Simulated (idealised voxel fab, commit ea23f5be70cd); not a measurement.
Process module under the name voxel self aligned vias
Square cell edge 5 nm, section width 275 nm, ID cut.
Format of a cross-section: grid, square cells. Given as bands. Order: top down. Band: one or more rows of cells. Each band's line starts with the height of the band's top and of its bottom, in nm. Then come its materials from left to right, each with its width in nm. One material with "full width" fills the band from edge to edge. "empty" is empty space. The level at which height equals 0 is the one under which the wafer, as it arrives, is entirely one material. No lower edge exists for the bottom band, which continues downward and is notated as in "z 0 and below". Graded width ("30->40"): value in top row of band = first number; value in bottom row = second number; row-to-row change constant. A step reported as "no change occurred" is a step in which no cell of the cross-section changed. "Sealed void inventory" means: voids of 8 cells or more that are shut off from the top with no open way through. Written width x height at distance, distance from the left edge, in nm. Post-settings text on a step line: simulator's own remark regarding the step. overlay nm: mask offset rightward from planned place, masked step; negative means leftward offset.
**Below is the list of planned process steps**
| 1 | op RECEIVE | material Si |
| 2 | op CONFORMAL_DEP | material SiO2 | thk nm 15 |
| 3 | op CONFORMAL_DEP | material SiCN | thk nm 5 |
| 4 | op DIRECTIONAL_DEP | material SiO2 | thk nm 30 |
| 5 | op DIRECTIONAL_DEP | material aC | thk nm 15 |
| 6 | op PATTERN | tone open | mask id LINES | material resist | width nm 20 | pitch nm 65 | thk nm 35 | overlay nm 0 |
| 7 | op DIRECTIONAL_ETCH | etch materials aC | depth nm 15 |
| 8 | op STRIP | etch materials resist |
| 9 | op DIRECTIONAL_ETCH | etch materials SiO2 | depth nm 30 |
| 10 | op STRIP | etch materials aC |
| 11 | op CONFORMAL_DEP | material TiN | thk nm 5 |
| 12 | op FILL_DEP | material W | thk nm 5 |
| 13 | op CMP | height nm 50 |
| 14 | op SELECTIVE_ETCH | etch materials W Ru TiN | depth nm 5 |
| 15 | op FILL_DEP | material SiN | thk nm 10 |
| 16 | op CMP | height nm 50 |
| 17 | op DIRECTIONAL_DEP | material SiO2 | thk nm 15 |
| 18 | op DIRECTIONAL_DEP | material aC | thk nm 15 |
| 19 | op PATTERN | tone open | mask id VIAS | material resist | width nm 40 | pitch nm 130 | thk nm 35 | overlay nm 0 |
| 20 | op DIRECTIONAL_ETCH | etch materials aC | depth nm 15 |
| 21 | op STRIP | etch materials resist |
| 22 | op DIRECTIONAL_ETCH | etch materials SiO2 | depth nm 15 |
| 23 | op DIRECTIONAL_ETCH | etch materials SiN | depth nm 5 |
| 24 | op STRIP | etch materials aC |
| 25 | op CONFORMAL_DEP | material TiN | thk nm 5 |
| 26 | op FILL_DEP | material Cu | thk nm 5 |
| 27 | op CMP | height nm 65 |
| 28 | op CONFORMAL_DEP | material SiCN | thk nm 5 |
**This is the cross-section of the wafer as we received it, i.e. after step 1**
* z 0 and below = Si full width
* Sealed void inventory: none
**First of two wafers: cross-section at end of module, run per plan**
* z 70 to 65 = SiCN full width
* z 65 to 55 = SiO2 50 nm  TiN 5 nm  Cu 30 nm  TiN 5 nm  SiO2 90 nm  TiN 5 nm  Cu 30 nm  TiN 5 nm  SiO2 55 nm
* z 55 to 50 = SiO2 50 nm  TiN 15 nm  Cu 10 nm  TiN 15 nm  SiO2 90 nm  TiN 15 nm  Cu 10 nm  TiN 15 nm  SiO2 55 nm
* z 50 to 45 = SiO2 60 nm  TiN 20 nm  SiO2 45 nm  SiN 20 nm  SiO2 45 nm  TiN 20 nm  SiO2 65 nm
* z 45 to 25 = SiO2 60 nm  TiN 5 nm  W 10 nm  TiN 5 nm  SiO2 45 nm  TiN 5 nm  W 10 nm  TiN 5 nm  SiO2 45 nm  TiN 5 nm  W 10 nm  TiN 5 nm  SiO2 65 nm
* z 25 to 20 = SiO2 60 nm  TiN 20 nm  SiO2 45 nm  TiN 20 nm  SiO2 45 nm  TiN 20 nm  SiO2 65 nm
* z 20 to 15 = SiCN full width
* z 15 to 0 = SiO2 full width
* z 0 and below = Si full width
* Sealed void inventory: none
**What the second wafer looks like in cross-section once the module is done. Its start and its plan matched the first wafer's exactly; what differed was one mistake in how it was run**
* z 70 to 65 = SiCN full width
* z 65 to 55 = SiO2 45 nm  TiN 5 nm  Cu 30 nm  TiN 5 nm  SiO2 90 nm  TiN 5 nm  Cu 30 nm  TiN 5 nm  SiO2 60 nm
* z 55 to 50 = SiO2 45 nm  TiN 20 nm  Cu 10 nm  TiN 10 nm  SiO2 90 nm  TiN 20 nm  Cu 10 nm  TiN 10 nm  SiO2 60 nm
* z 50 to 45 = SiO2 60 nm  TiN 20 nm  SiO2 45 nm  SiN 20 nm  SiO2 45 nm  TiN 20 nm  SiO2 65 nm
* z 45 to 25 = SiO2 60 nm  TiN 5 nm  W 10 nm  TiN 5 nm  SiO2 45 nm  TiN 5 nm  W 10 nm  TiN 5 nm  SiO2 45 nm  TiN 5 nm  W 10 nm  TiN 5 nm  SiO2 65 nm
* z 25 to 20 = SiO2 60 nm  TiN 20 nm  SiO2 45 nm  TiN 20 nm  SiO2 45 nm  TiN 20 nm  SiO2 65 nm
* z 20 to 15 = SiCN full width
* z 15 to 0 = SiO2 full width
* z 0 and below = Si full width
* Sealed void inventory: none
It is concluded that the wafer was processed incorrectly with respect to the plan, in that planned and actual differ for step 19; actual: op PATTERN | tone open | mask id VIAS | material resist | width nm 40 | pitch nm 130 | thk nm 35 | overlay nm -5
Matching per-material cell counts, mismatched positions: that is how the second wafer compares with the first at the end.
